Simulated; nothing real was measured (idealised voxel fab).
The following is a process module called voxel capacitor over wiring.
Displayed cross-section: cut, width of 160 nm, square cells sized 5 nm.
Think of the cross-section as a grid of square cells. We describe it in bands, top to bottom, and each band covers one or more rows of those cells.
Band: top and bottom heights (nm) first, top before bottom; then materials from left to right, widths in nm. "throughout" marks a sole material filling the band edge to edge. "air" denotes empty space.
Counting heights begins at 0, where everything beneath is, in the wafer as received, one material. The lowest band has no bottom; it goes on downwards, as "0..down" shows.
Think of "30..40" as a width that walks from the first number to the second as you go down the band, top row to bottom row, taking equal-sized steps from row to row.
"no alteration" (step): cross-section cells unchanged, all of them.
Under "Closed void list" you'll find the enclosed gaps, the ones with no way out to the top, that are 8 cells or bigger; each reads width x height at distance, with distance counted from the left edge, everything in nm.
Text after the settings on a step's line: the simulator's own remark on that step.
The optional step-line setting "overlay nm" applies to steps with a mask and quantifies how far to the right of its planned location the mask lay, a negative value indicating leftward placement.
**So here's the lineup of process steps we planned**
1) RECEIVE | material Si
2) CONFORMAL_DEP | material SiO2 | thk nm 15
3) DIRECTIONAL_DEP | material TiN | thk nm 5
4) DIRECTIONAL_DEP | material W | thk nm 20
5) DIRECTIONAL_DEP | material aC | thk nm 15
6) PATTERN | tone cover | mask id METAL_1 | material resist | width nm 30 | pitch nm 95 | thk nm 30 | overlay nm 0
7) DIRECTIONAL_ETCH | etch materials aC | depth nm 15
8) STRIP | etch materials resist
9) DIRECTIONAL_ETCH | etch materials W | depth nm 20
10) DIRECTIONAL_ETCH | etch materials TiN | depth nm 5
11) STRIP | etch materials aC
12) FILL_DEP | material lowk | thk nm 10
13) CMP | height nm 40
14) CONFORMAL_DEP | material SiCN | thk nm 5
15) DIRECTIONAL_DEP | material SiO2 | thk nm 20
16) PATTERN | tone open | mask id PLUG_1 | material resist | width nm 15 | thk nm 15 | overlay nm 0
17) DIRECTIONAL_ETCH | etch materials SiO2 | depth nm 20
18) DIRECTIONAL_ETCH | etch materials SiCN | depth nm 5
19) STRIP | etch materials resist
20) CONFORMAL_DEP | material TiN | thk nm 5
21) FILL_DEP | material Cu | thk nm 10
22) CMP | height nm 65
23) DIRECTIONAL_DEP | material TiN | thk nm 10
24) DIRECTIONAL_DEP | material SiN | thk nm 5
25) DIRECTIONAL_DEP | material TiN | thk nm 5
26) PATTERN | tone cover | mask id UPPER_PLATE | material resist | width nm 70 | thk nm 15 | overlay nm 0
27) DIRECTIONAL_ETCH | etch materials TiN | depth nm 5
28) DIRECTIONAL_ETCH | etch materials SiN | depth nm 5
29) STRIP | etch materials resist
30) PATTERN | tone cover | mask id LOWER_PLATE | material resist | width nm 80 | thk nm 15 | overlay nm 0
31) DIRECTIONAL_ETCH | etch materials TiN | depth nm 10
32) STRIP | etch materials resist
33) FILL_DEP | material SiO2 | thk nm 20
34) CMP | height nm 100
35) MASKED_ETCH | tone open | mask id PLUG_2 | width nm 15 | etch materials SiO2 | depth nm 15 | overlay nm 0
36) CONFORMAL_DEP | material TiN | thk nm 5
37) FILL_DEP | material Ru | thk nm 10
38) CMP | height nm 100
39) CONFORMAL_DEP | material SiCN | thk nm 5
**Cross-section of the wafer at receipt, which is the condition after step 1**
    0..down: Si throughout
    Closed void list: none
**Same starting wafer, same plan as above, one mistake in the execution; this is the cross-section at the end of the module**
    105..100: SiCN throughout
    100..90: 40 SiO2, 5 TiN, 5 Ru, 5 TiN, 105 SiO2
    90..80: 40..30 SiO2, 15..70 TiN, 105..60 SiO2
    80..75: 30 SiO2, 70 SiN, 60 SiO2
    75..65: 25 SiO2, 80 TiN, 55 SiO2
    65..45: 30 SiO2, 5 TiN, 5 Cu, 5 TiN, 115 SiO2
    45..40: 30 SiCN, 15 TiN, 115 SiCN
    40..20: SiO2 throughout
    20..15: TiN throughout
    15..0: SiO2 throughout
    0..down: Si throughout
    Closed void list: none
Nonconformance to the process plan: heads up, step 4 didn't go per plan, it actually ran as DIRECTIONAL_DEP | material SiO2 | thk nm 20
